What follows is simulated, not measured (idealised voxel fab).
The process module presented herein is designated voxel transistor to metal.
Cross-section cut spans 280 nm and uses square cells 5 nm in size.
In this document a cross-section is written as a grid of square cells. It is given as a series of bands, listed from the top down, and a band is one or more rows of cells.
Top height, bottom height, nm. Materials left to right, width each, nm. Single material + "all across" = fills band edge to edge. "air" = empty.
Height datum 0, below which the as-received substrate wafer is one material. Lowest band open at the bottom, running downward: "top 0, no bottom".
The notation "30..40" denotes a width that varies across the rows of cells in the band, beginning at the first number in the top row, finishing at the second number in the bottom row, and changing by an identical amount from each row to the next.
A step reported as "left unchanged" is a step in which no cell of the cross-section changed.
So "Enclosed void catalog" is basically the list of trapped voids: any empty space of 8 cells or more that can't reach the top through an opening. They're written width x height at distance, the distance being from the left edge, and it's all nm.
Heads up: the bit after the settings on a step's line is the simulator's remark on that step.
Among the settings permitted on a step's line is "overlay nm"; applied to a step with a mask, it specifies the extent to which the mask lay to the right of its planned position, whereas a negative figure signifies a position to the left.
Listed below are the process steps as planned:
1: RECEIVE, material Si
2: OXIDIZE, depth nm 5
3: CONFORMAL_DEP, material SiN, thk nm 15
4: MASKED_ETCH, tone cover, mask id ACTIVE, width nm 100, pitch nm 130, etch materials SiN, depth nm 15, overlay nm 0
5: MASKED_ETCH, tone cover, mask id ACTIVE, width nm 100, pitch nm 130, etch materials SiO2, depth nm 5, overlay nm 0
6: MASKED_ETCH, tone cover, mask id ACTIVE, width nm 100, pitch nm 130, etch materials Si, depth nm 25, overlay nm 0
7: OXIDIZE, depth nm 5
8: FILL_DEP, material SiO2, thk nm 5
9: CMP, height nm 15
10: SELECTIVE_ETCH, etch materials SiO2, depth nm 15
11: STRIP, etch materials SiN
12: SELECTIVE_ETCH, etch materials SiO2, depth nm 5
13: OXIDIZE, depth nm 5
14: DIRECTIONAL_DEP, material polySi, thk nm 20
15: DIRECTIONAL_DEP, material SiCN, thk nm 10
16: MASKED_ETCH, tone cover, mask id GATE, width nm 20, pitch nm 130, etch materials SiCN, depth nm 20, overlay nm 0
17: MASKED_ETCH, tone cover, mask id GATE, width nm 20, pitch nm 130, etch materials polySi, depth nm 30, overlay nm 0
18: CONFORMAL_DEP, material SiN, thk nm 5
19: DIRECTIONAL_ETCH, etch materials SiN, depth nm 5
20: DIRECTIONAL_ETCH, etch materials SiO2, depth nm 5
21: EPI, material pSi, thk nm 5
22: FILL_DEP, material SiO2, thk nm 10
23: CMP, height nm 25
24: DIRECTIONAL_DEP, material SiO2, thk nm 10
25: DIRECTIONAL_DEP, material aC, thk nm 15
26: PATTERN, tone open, mask id CONTACT, material resist, width nm 30, thk nm 30, overlay nm 0
27: DIRECTIONAL_ETCH, etch materials aC, depth nm 15
28: STRIP, etch materials resist
29: DIRECTIONAL_ETCH, etch materials SiO2, depth nm 40
30: STRIP, etch materials aC
31: CONFORMAL_DEP, material TiN, thk nm 5
32: FILL_DEP, material W, thk nm 10
33: CMP, height nm 35
34: CONFORMAL_DEP, material SiN, thk nm 5
35: DIRECTIONAL_DEP, material SiO2, thk nm 15
36: DIRECTIONAL_DEP, material aC, thk nm 10
37: PATTERN, tone open, mask id METAL_1, material resist, width nm 15, thk nm 30, overlay nm 0
38: DIRECTIONAL_ETCH, etch materials aC, depth nm 10
39: STRIP, etch materials resist
40: DIRECTIONAL_ETCH, etch materials SiO2, depth nm 15
41: DIRECTIONAL_ETCH, etch materials SiN, depth nm 5
42: STRIP, etch materials aC
43: CONFORMAL_DEP, material TiN, thk nm 5
44: FILL_DEP, material Cu, thk nm 10
45: CMP, height nm 55
46: CONFORMAL_DEP, material SiN, thk nm 5
Step 1 complete: cross-section of the wafer as received:
	top 0, no bottom | Si all across
	Enclosed void catalog: none
Final wafer profile in cross-section after the module, from the same start and plan as above, with one mistake made during processing:
	top 60, bottom 55 | SiN all across
	top 55, bottom 40 | SiO2=30  TiN=5  Cu=5  TiN=5  SiO2=60  TiN=5  Cu=5  TiN=5  SiO2=40  TiN=5  Cu=5  TiN=5  SiO2=60  TiN=5  Cu=5  TiN=5  SiO2=30
	top 40, bottom 35 | SiN=30  TiN=15  SiN=60  TiN=15  SiN=40  TiN=15  SiN=60  TiN=15  SiN=30
	top 35, bottom 25 | SiO2=30  TiN=5  W=20  TiN=5  SiO2=30  TiN=5  W=20  TiN=5  SiO2=40  TiN=5  W=20  TiN=5  SiO2=30  TiN=5  W=20  TiN=5  SiO2=30
	top 25, bottom 15 | SiO2=30  TiN=5  W=20  TiN=5  SiN=5  SiCN=20  SiN=5  TiN=5  W=20  TiN=5  SiO2=40  TiN=5  W=20  TiN=5  SiN=5  SiCN=20  SiN=5  TiN=5  W=20  TiN=5  SiO2=30
	top 15, bottom 0 | SiO2=30  TiN=5  W=20  TiN=5  SiN=5  polySi=20  SiN=5  TiN=5  W=20  TiN=5  SiO2=40  TiN=5  W=20  TiN=5  SiN=5  polySi=20  SiN=5  TiN=5  W=20  TiN=5  SiO2=30
	top 0, bottom -5 | SiO2=30  TiN=30  SiN=5  polySi=20  SiN=5  TiN=30  SiO2=40  TiN=30  SiN=5  polySi=20  SiN=5  TiN=30  SiO2=30
	top -5, bottom -10 | SiO2=5  SiN=5  SiO2=15  SiN=5  pSi=30  SiO2=30  pSi=30  SiN=5  SiO2=30  SiN=5  pSi=30  SiO2=30  pSi=30  SiN=5  SiO2=15  SiN=5  SiO2=5
	top -10, bottom -20 | SiO2=5  SiN=5  SiO2=15  SiN=5  SiO2=5  Si=80  SiO2=5  SiN=5  SiO2=30  SiN=5  SiO2=5  Si=80  SiO2=5  SiN=5  SiO2=15  SiN=5  SiO2=5
	top -20, bottom -25 | SiO2=35  Si=80  SiO2=50  Si=80  SiO2=35
	top -25, bottom -35 | SiO2=30  Si=90  SiO2=40  Si=90  SiO2=30
	top -35, no bottom | Si all across
	Enclosed void catalog: none
So what did we get wrong on this run? step 11 occupied the plan position of step 10, and the converse holds as well
